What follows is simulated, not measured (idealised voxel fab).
You're looking at the process module voxel double patterning.
Cross-section cut: width 210 nm, square cells of 5 nm.
We lay out every cross-section as a grid of square cells and spell it out in bands from the top down, where one band means one or more rows of cells.
In this notation a band is specified by the heights of its top and bottom, in that order and in nm, after which its materials appear from left to right, each paired with its width in nm. The word "all across" attached to a single material means that material fills the band from edge to edge; the word "empty" stands for empty space.
Height reference: 0 = level under which incoming wafer is all one material. Lowest band: no bottom, runs on downward, e.g. "z 0 and below".
The width entry "30 to 40" should be interpreted row by row: the top row of cells in the band takes the first number, the bottom row takes the second number, and the change between adjacent rows is uniform throughout.
"remained unchanged" -> step changed no cross-section cell.
Reported under the label "Enclosed internal voids" are the empty spaces having no open way to the top and comprising 8 cells or more; the notation for each is width x height at distance, in which the distance is measured from the left edge and all three values are in nm.
Post-settings text on a step line: simulator's own remark regarding the step.
overlay nm: how far to the right of its planned place the mask lay on this masked step (negative: to the left).
Planned step list for the process:
1. RECEIVE (material Si)
2. CONFORMAL_DEP (material SiO2; thk nm 5)
3. DIRECTIONAL_DEP (material polySi; thk nm 15)
4. DIRECTIONAL_DEP (material SiN; thk nm 10)
5. PATTERN (tone open; mask id FIRST; material resist; width nm 15; pitch nm 50; thk nm 15; overlay nm 0)
6. DIRECTIONAL_ETCH (etch materials SiN; depth nm 10)
7. STRIP (etch materials resist)
8. MASKED_ETCH (tone open; mask id SECOND; width nm 15; etch materials SiN; depth nm 10; overlay nm 0)
9. DIRECTIONAL_ETCH (etch materials polySi; depth nm 15)
10. STRIP (etch materials SiN)
Cross-section of the wafer upon arrival, representing the state reached after step 1:
	z 0 and below = Si all across
	Enclosed internal voids: none
Final cross-section, module run with one mistake (start and plan as above):
	z 20 to 5 = polySi: 80; empty: 30; polySi: 20; empty: 15; polySi: 65
	z 5 to 0 = SiO2 all across
	z 0 and below = Si all across
	Enclosed internal voids: none
Which mistake was made when the wafer was run? step 5 ran differently from the plan; actual operation with settings: PATTERN (tone open; mask id FIRST; material resist; width nm 15; pitch nm 50; thk nm 15; overlay nm 10)
